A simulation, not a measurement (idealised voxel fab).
Title: Process Module voxel capacitor over wiring
165 nm wide, 5 nm square cells: that's cross-section cut.
For the purposes of this document, a cross-section shall be understood as a grid of square cells, specified as bands listed in top-to-bottom order, each band consisting of one or more rows of cells.
Basically the band line says how high the top is and how high the bottom is, in nm, and then what's in it from left to right, every material with its width in nm. Empty space shows up as "blank", and if a single material carries "throughout" it runs the full band edge to edge.
Height 0 is the level under which the wafer as received is all one material. The lowest band goes on downwards, as in "0..down".
Note: "30 to 40" means the width goes from the first number (top row of the band) to the second number (bottom row) in equal steps per row of cells.
Where the words "nothing changed" appear for a step, the cross-section shows no cell changed by that step; every cell remained as before.
So "Internal closed voids" is basically the list of trapped voids: any empty space of 8 cells or more that can't reach the top through an opening. They're written width x height at distance, the distance being from the left edge, and it's all nm.
Note: text after step settings on the step line = simulator remark on that step.
On any step carrying a mask, the "overlay nm" setting, if present on the step's line, tells how far right of its planned place the mask lay; negative values point to the left.

### Below is the list of planned process steps
step 1: RECEIVE [material Si]
step 2: CONFORMAL_DEP [material SiO2] [thk nm 10]
step 3: DIRECTIONAL_DEP [material TiN] [thk nm 5]
step 4: DIRECTIONAL_DEP [material W] [thk nm 15]
step 5: MASKED_ETCH [tone cover] [mask id METAL_1] [width nm 25] [pitch nm 75] [etch materials W] [depth nm 15] [overlay nm 0]
step 6: MASKED_ETCH [tone cover] [mask id METAL_1] [width nm 25] [pitch nm 75] [etch materials TiN] [depth nm 5] [overlay nm 0]
step 7: FILL_DEP [material lowk] [thk nm 5]
step 8: CMP [height nm 30]
step 9: CONFORMAL_DEP [material SiCN] [thk nm 5]
step 10: DIRECTIONAL_DEP [material lowk] [thk nm 20]
step 11: PATTERN [tone open] [mask id PLUG_1] [material resist] [width nm 15] [thk nm 15] [overlay nm 0]
step 12: DIRECTIONAL_ETCH [etch materials lowk] [depth nm 20]
step 13: DIRECTIONAL_ETCH [etch materials SiCN] [depth nm 5]
step 14: STRIP [etch materials resist]
step 15: EPI [material Ru] [thk nm 10]
step 16: EPI [material Ru] [thk nm 10]
step 17: EPI [material Ru] [thk nm 5]
step 18: DIRECTIONAL_DEP [material TiN] [thk nm 5]
step 19: DIRECTIONAL_DEP [material HfO2] [thk nm 5]
step 20: DIRECTIONAL_DEP [material TiN] [thk nm 5]
step 21: PATTERN [tone cover] [mask id UPPER_PLATE] [material resist] [width nm 55] [thk nm 15] [overlay nm 0]
step 22: DIRECTIONAL_ETCH [etch materials TiN] [depth nm 5]
step 23: DIRECTIONAL_ETCH [etch materials HfO2] [depth nm 5]
step 24: STRIP [etch materials resist]
step 25: PATTERN [tone cover] [mask id LOWER_PLATE] [material resist] [width nm 65] [thk nm 15] [overlay nm 0]
step 26: DIRECTIONAL_ETCH [etch materials TiN] [depth nm 5]
step 27: STRIP [etch materials resist]
step 28: FILL_DEP [material SiO2] [thk nm 15]
step 29: CMP [height nm 80]
step 30: PATTERN [tone open] [mask id PLUG_2] [material resist] [width nm 15] [thk nm 15] [overlay nm 0]
step 31: DIRECTIONAL_ETCH [etch materials SiO2] [depth nm 10]
step 32: STRIP [etch materials resist]
step 33: CONFORMAL_DEP [material TiN] [thk nm 5]
step 34: FILL_DEP [material Ru] [thk nm 5]
step 35: CMP [height nm 80]
step 36: CONFORMAL_DEP [material SiCN] [thk nm 5]

### Incoming wafer, cross-sectional view, post step 1
  0..down | Si throughout
  Internal closed voids: none

### Wafer cross-section at end of module: start and plan as shown above, one execution error
  85..80 | SiCN throughout
  80..75 | 50 SiO2 / 5 TiN / 5 Ru / 5 TiN / 100 SiO2
  75..70 | 50 SiO2 / 15 TiN / 100 SiO2
  70..65 | 40 SiO2 / 15 TiN / 25 SiO2 / 15 TiN / 70 SiO2
  65..60 | 40 SiO2 / 15 HfO2 / 25 SiO2 / 15 HfO2 / 70 SiO2
  60..55 | 35 SiO2 / 20 TiN / 25 SiO2 / 20 TiN / 65 SiO2
  55..45 | 5 SiO2 / 35 Ru / 15 lowk / 25 SiO2 / 75 Ru / 10 SiO2
  45..40 | 5 SiO2 / 35 Ru / 15 lowk / 25 TiN / 75 Ru / 10 SiO2
  40..35 | 5 SiO2 / 35 Ru / 15 lowk / 25 HfO2 / 75 Ru / 10 SiO2
  35..30 | 5 SiO2 / 35 Ru / 15 SiCN / 25 TiN / 75 Ru / 10 SiO2
  30..15 | 30 lowk / 25 W / 50 lowk / 25 W / 35 lowk
  15..10 | 30 lowk / 25 TiN / 50 lowk / 25 TiN / 35 lowk
  10..0 | SiO2 throughout
  0..down | Si throughout
  Internal closed voids: none
Deviation noted in wafer processing: step 11 went in with a setting other than planned; the actual run was PATTERN [tone cover] [mask id PLUG_1] [material resist] [width nm 15] [thk nm 15] [overlay nm 0]
